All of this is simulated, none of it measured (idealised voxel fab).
The following process module bears the name voxel self aligned vias.
It is cross-section cut that appears here, measuring 175 nm in width, its square cells being 5 nm in size.
In what follows, cross-sections appear as grids of square cells, described through bands that run from the top down, where every band is one or more rows of cells. Quick guide to a band line: top height, bottom height (nm) up front; then every material left to right with its width in nm. Only one material and it's marked "everywhere"? Then it fills the band edge to edge. And "air" just means empty space. Convention: height 0 is the level below which the wafer, as received, is all one material. The lowest band does not terminate at the bottom but continues downward, represented as "0 and below". The width entry "30 to 40" should be interpreted row by row: the top row of cells in the band takes the first number, the bottom row takes the second number, and the change between adjacent rows is uniform throughout. Take "changes: none" at face value: in the step it is given for, the cross-section changed in none of its cells. Heads up: "Voids, fully enclosed" only lists the empty pockets with no open path to the top that are 8 cells or more, and it writes them as width x height at distance, distance from the left edge, in nm. Anything after a step's settings on that line? It's the simulator's own note about the step. overlay nm: step with mask; distance mask lay right of planned place; negative value = left of planned place.

## Process steps - plan
| 1 | RECEIVE, material Si |
| 2 | CONFORMAL_DEP, material SiO2, thk nm 10 |
| 3 | CONFORMAL_DEP, material SiCN, thk nm 5 |
| 4 | DIRECTIONAL_DEP, material lowk, thk nm 30 |
| 5 | PATTERN, tone open, mask id LINES, material resist, width nm 20, pitch nm 65, thk nm 15, overlay nm 0 |
| 6 | DIRECTIONAL_ETCH, etch materials lowk, depth nm 30 |
| 7 | STRIP, etch materials resist |
| 8 | CONFORMAL_DEP, material TiN, thk nm 5 |
| 9 | FILL_DEP, material W, thk nm 10 |
| 10 | CMP, height nm 45 |
| 11 | SELECTIVE_ETCH, etch materials W Ru TiN, depth nm 10 |
| 12 | FILL_DEP, material SiN, thk nm 5 |
| 13 | CMP, height nm 45 |
| 14 | DIRECTIONAL_DEP, material lowk, thk nm 20 |
| 15 | PATTERN, tone open, mask id VIAS, material resist, width nm 40, thk nm 20, overlay nm 0 |
| 16 | DIRECTIONAL_ETCH, etch materials lowk, depth nm 20 |
| 17 | DIRECTIONAL_ETCH, etch materials SiN, depth nm 10 |
| 18 | STRIP, etch materials resist |
| 19 | CONFORMAL_DEP, material TiN, thk nm 5 |
| 20 | FILL_DEP, material Cu, thk nm 10 |
| 21 | CMP, height nm 65 |
| 22 | CONFORMAL_DEP, material SiN, thk nm 5 |
Wafers differ in width nm at step 5; plan lists the first wafer's value; identical starting state.

## Cross-sectional view of the first of several wafers in the as-received condition, corresponding to the state following step 1
* 0 and below = Si everywhere
* Voids, fully enclosed: none

## Note: the following table is arranged by wafer, a row apiece. Each row reports the end-of-module state: per material, cells gained (+) or cells lost (-) compared with the wafer as received; closed voids follow
width nm 20, +22 Cu, +35 SiCN, +43 SiN, +70 SiO2, +38 TiN, +12 W, +270 lowk, Voids, fully enclosed: none
width nm 25, +24 Cu, +35 SiCN, +45 SiN, +70 SiO2, +40 TiN, +18 W, +258 lowk, Voids, fully enclosed: none
width nm 30, +26 Cu, +35 SiCN, +47 SiN, +70 SiO2, +42 TiN, +24 W, +246 lowk, Voids, fully enclosed: none
width nm 35, +28 Cu, +35 SiCN, +49 SiN, +70 SiO2, +44 TiN, +30 W, +234 lowk, Voids, fully enclosed: none
width nm 40, +30 Cu, +35 SiCN, +51 SiN, +70 SiO2, +46 TiN, +36 W, +222 lowk, Voids, fully enclosed: none
width nm 45, +30 Cu, +35 SiCN, +55 SiN, +70 SiO2, +48 TiN, +42 W, +210 lowk, Voids, fully enclosed: none
